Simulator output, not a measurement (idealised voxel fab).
voxel wiring stack: a process module
FYI the section here is cut, 265 nm wide, cells are 5 nm squares.
Cross-section spec: square-cell grid; bands listed top down; each band is one or more rows. Within each band entry, the heights of the top and of the bottom of the band appear first, in that order and in nm; the materials of the band then follow from left to right, each with its corresponding width in nm. The designation "edge to edge" on a single material indicates that it fills the band from edge to edge; the designation "blank" indicates empty space. Heights are reckoned from 0. Under this level, the received wafer is all of one material. The bottommost band is open-ended downward, for example "0 nm and below". When a width is written as two numbers, as in "30..40", the first number is the width in the top row of cells of the band and the second is the width in its bottom row, and the width changes by the same amount from each row to the next. "nothing different" (step): cross-section cells unchanged, all of them. This entry, "Sealed void list", enumerates those empty regions of no fewer than 8 cells that possess no open connection to the top. Each region is reported in the form width x height at distance, the distance being taken from the left edge, with all three quantities expressed in nm. On a step's line, text after the settings is the simulator commenting on that step. overlay nm: how far to the right of its planned place the mask lay on this masked step (negative: to the left).

## plan
1,RECEIVE: material Si
2,CONFORMAL_DEP: material SiO2, thk nm 15
3,DIRECTIONAL_DEP: material TiN, thk nm 5
4,DIRECTIONAL_DEP: material Ru, thk nm 25
5,MASKED_ETCH: tone cover, mask id METAL_1, width nm 20, pitch nm 35, etch materials Ru, depth nm 25, overlay nm 0
6,MASKED_ETCH: tone cover, mask id METAL_1, width nm 20, pitch nm 35, etch materials TiN, depth nm 5, overlay nm 0
7,CONFORMAL_DEP: material SiCN, thk nm 5
8,FILL_DEP: material lowk, thk nm 5
9,CMP: height nm 45
10,CONFORMAL_DEP: material SiCN, thk nm 5
11,DIRECTIONAL_DEP: material SiO2, thk nm 30
12,MASKED_ETCH: tone open, mask id METAL_2, width nm 20, pitch nm 35, etch materials SiO2, depth nm 15, overlay nm 0
13,DIRECTIONAL_DEP: material aC, thk nm 10
14,PATTERN: tone open, mask id METAL_2_HOLES, material resist, width nm 15, pitch nm 70, thk nm 25, overlay nm 0
15,DIRECTIONAL_ETCH: etch materials aC, depth nm 10
16,STRIP: etch materials resist
17,DIRECTIONAL_ETCH: etch materials SiO2, depth nm 15
18,DIRECTIONAL_ETCH: etch materials SiCN, depth nm 5
19,STRIP: etch materials aC
20,CONFORMAL_DEP: material TiN, thk nm 5
21,FILL_DEP: material Ru, thk nm 10
22,CMP: height nm 80
23,CONFORMAL_DEP: material SiCN, thk nm 5
24,DIRECTIONAL_DEP: material lowk, thk nm 15
25,MASKED_ETCH: tone open, mask id PLUG_2, width nm 15, pitch nm 35, etch materials lowk, depth nm 15, overlay nm 0
26,MASKED_ETCH: tone open, mask id PLUG_2, width nm 15, pitch nm 35, etch materials SiCN, depth nm 5, overlay nm 0
27,CONFORMAL_DEP: material TiN, thk nm 5
28,FILL_DEP: material Cu, thk nm 10
29,CMP: height nm 100
30,DIRECTIONAL_DEP: material TiN, thk nm 5
31,DIRECTIONAL_DEP: material W, thk nm 15
32,DIRECTIONAL_DEP: material aC, thk nm 15
33,PATTERN: tone cover, mask id METAL_3, material resist, width nm 20, pitch nm 35, thk nm 35, overlay nm 0
34,DIRECTIONAL_ETCH: etch materials aC, depth nm 15
35,STRIP: etch materials resist
36,DIRECTIONAL_ETCH: etch materials W, depth nm 15
37,DIRECTIONAL_ETCH: etch materials TiN, depth nm 5
38,STRIP: etch materials aC
39,CONFORMAL_DEP: material SiCN, thk nm 5
40,FILL_DEP: material SiO2, thk nm 10
41,CMP: height nm 120
42,CONFORMAL_DEP: material SiN, thk nm 5
What sets these wafers apart? The width nm at step 14. They all start alike, and the plan carries the first wafer's value.

## Cross-section, first of several wafers, as delivered after step 1
* 0 nm and below | Si edge to edge
* Sealed void list: none

## The following table contains a row per wafer, in which are reported, at the conclusion of the module, the cells of each material gained (+) or lost (-) since the wafer's receipt, with its closed voids given thereafter
width nm 15 | +9 Cu | +80 Ru | +221 SiCN | +53 SiN | +528 SiO2 | +91 TiN | +36 W | +307 lowk | Sealed void list: none
width nm 20 | +9 Cu | +88 Ru | +219 SiCN | +53 SiN | +522 SiO2 | +91 TiN | +36 W | +307 lowk | Sealed void list: none
width nm 25 | +9 Cu | +92 Ru | +219 SiCN | +53 SiN | +516 SiO2 | +93 TiN | +36 W | +307 lowk | Sealed void list: none
width nm 30 | +9 Cu | +96 Ru | +219 SiCN | +53 SiN | +510 SiO2 | +95 TiN | +36 W | +307 lowk | Sealed void list: none
